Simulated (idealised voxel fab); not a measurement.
process module | voxel tone inversion
cross-section cut | 260 nm wide | cells 5 nm
A cross-section is a grid of square cells, given in bands from the top down. A band is one or more rows of cells.
Each band's line starts with the height of the band's top and of its bottom, in nm. Then come its materials from left to right, each with its width in nm. One material with "throughout" fills the band from edge to edge. "air" is empty space.
Height 0 is the level under which the wafer as received is all one material. The lowest band goes on downwards, as in "0 down".
A width such as "30 to 40" changes by the same amount from each row of cells to the next, from the band's top row to its bottom row.
"no change" after a step means that no cell of the cross-section changed.
closed voids: empty space of 8 cells or more with no open way to the top, each as width x height at its distance from the left edge, in nm
after a step's settings: what the simulator itself notes on the step
overlay nm, on a step with a mask: how far to the right of its planned place the mask lay; to the left if negative
plan
1 op RECEIVE | material Si
2 op CONFORMAL_DEP | material SiCN | thk nm 5
3 op DIRECTIONAL_DEP | material polySi | thk nm 20
4 op PATTERN | tone cover | mask id POSTS | material resist | width nm 20 | pitch nm 40 | thk nm 25 | overlay nm 0
5 op DIRECTIONAL_ETCH | etch materials polySi | depth nm 20
6 op STRIP | etch materials resist
7 op FILL_DEP | material lowk | thk nm 10
8 op CMP | height nm 25
9 op STRIP | etch materials polySi
10 op CONFORMAL_DEP | material TiN | thk nm 5
11 op FILL_DEP | material W | thk nm 5
12 op CMP | height nm 25
13 op CONFORMAL_DEP | material SiN | thk nm 5
as received, after step 1
  0 down: Si throughout
  closed voids: none
first wafer at the end, as planned
  30 to 25: SiN throughout
  25 to 10: lowk 100 | TiN 5 | W 10 | TiN 5 | lowk 20 | TiN 5 | W 10 | TiN 5 | lowk 100
  10 to 5: lowk 100 | TiN 20 | lowk 20 | TiN 20 | lowk 100
  5 to 0: SiCN throughout
  0 down: Si throughout
  closed voids: none
second wafer at the end: like start, like plan, one mistake
  40 to 25: SiN throughout
  25 to 10: lowk 100 | TiN 5 | W 10 | TiN 5 | lowk 20 | TiN 5 | W 10 | TiN 5 | lowk 100
  10 to 5: lowk 100 | TiN 20 | lowk 20 | TiN 20 | lowk 100
  5 to 0: SiCN throughout
  0 down: Si throughout
  closed voids: none
what went wrong: step 13 ran as: op CONFORMAL_DEP | material SiN | thk nm 15
at the end the second wafer has, in cells: 104 more of SiN
